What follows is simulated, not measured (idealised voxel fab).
You're looking at the process module voxel trench capacitor.
Displayed cross-section: cut, width of 285 nm, square cells sized 5 nm.
For the purposes of this document, a cross-section shall be understood as a grid of square cells, specified as bands listed in top-to-bottom order, each band consisting of one or more rows of cells.
In this notation a band is specified by the heights of its top and bottom, in that order and in nm, after which its materials appear from left to right, each paired with its width in nm. The word "everywhere" attached to a single material means that material fills the band from edge to edge; the word "empty" stands for empty space.
Heights are expressed relative to 0, this being the level below which the as-received wafer comprises one material exclusively. The lowest band is unbounded in the downward direction and is denoted as in "0..down".
Top row gets the first number, bottom row gets the second, and each row in between changes by the same step: that is how a band width like "30->40" works.
Basically "stayed the same" means that step didn't change any cell in the cross-section.
Empty spaces counting at least 8 cells and having no open way to the top are listed in "Fully sealed cavities". The notation width x height at distance is used for each, the distance being from the left edge and all three values in nm.
Text after the settings on a step's line: the simulator's own remark on that step.
The line of a step may include "overlay nm". On a step with a mask, this value is how far to the right of its planned place the mask lay. A negative value means the mask lay to the left.
Below is the list of planned process steps
- 1: RECEIVE,material Si
- 2: CONFORMAL_DEP,material SiN,thk nm 5
- 3: MASKED_ETCH,tone open,mask id TRENCH,width nm 20,pitch nm 45,etch materials SiN,depth nm 5,overlay nm 0
- 4: MASKED_ETCH,tone open,mask id TRENCH,width nm 20,pitch nm 45,etch materials Si,depth nm 25,overlay nm 0
- 5: CONFORMAL_DEP,material SiO2,thk nm 5
- 6: FILL_DEP,material polySi,thk nm 5
- 7: CMP,height nm 5
Cross-section, incoming material, after step 1
	0..down | Si everywhere
	Fully sealed cavities: none
First of two wafers, end-of-module section, run followed plan
	5..0 | 85 nm SiN | 5 nm SiO2 | 10 nm polySi | 5 nm SiO2 | 25 nm SiN | 5 nm SiO2 | 10 nm polySi | 5 nm SiO2 | 25 nm SiN | 5 nm SiO2 | 10 nm polySi | 5 nm SiO2 | 90 nm SiN
	0..-20 | 85 nm Si | 5 nm SiO2 | 10 nm polySi | 5 nm SiO2 | 25 nm Si | 5 nm SiO2 | 10 nm polySi | 5 nm SiO2 | 25 nm Si | 5 nm SiO2 | 10 nm polySi | 5 nm SiO2 | 90 nm Si
	-20..-25 | 85 nm Si | 20 nm SiO2 | 25 nm Si | 20 nm SiO2 | 25 nm Si | 20 nm SiO2 | 90 nm Si
	-25..down | Si everywhere
	Fully sealed cavities: none
Cross-section, second wafer: same start as the first, same plan as the first, one mistake in running it; taken at the end of the module
	5..0 | 90 nm SiN | 5 nm SiO2 | 5 nm polySi | 5 nm SiO2 | 30 nm SiN | 5 nm SiO2 | 5 nm polySi | 5 nm SiO2 | 30 nm SiN | 5 nm SiO2 | 5 nm polySi | 5 nm SiO2 | 90 nm SiN
	0..-20 | 90 nm Si | 5 nm SiO2 | 5 nm polySi | 5 nm SiO2 | 30 nm Si | 5 nm SiO2 | 5 nm polySi | 5 nm SiO2 | 30 nm Si | 5 nm SiO2 | 5 nm polySi | 5 nm SiO2 | 90 nm Si
	-20..-25 | 90 nm Si | 15 nm SiO2 | 30 nm Si | 15 nm SiO2 | 30 nm Si | 15 nm SiO2 | 90 nm Si
	-25..down | Si everywhere
	Fully sealed cavities: none
The plan and the run diverged here: step 3 went in with a setting other than planned; the actual run was MASKED_ETCH,tone open,mask id TRENCH,width nm 15,pitch nm 45,etch materials SiN,depth nm 5,overlay nm 0
Heads up, by the end the second wafer has more or fewer cells of some materials compared to the first: Si +15; SiN +3; SiO2 -3; polySi -15
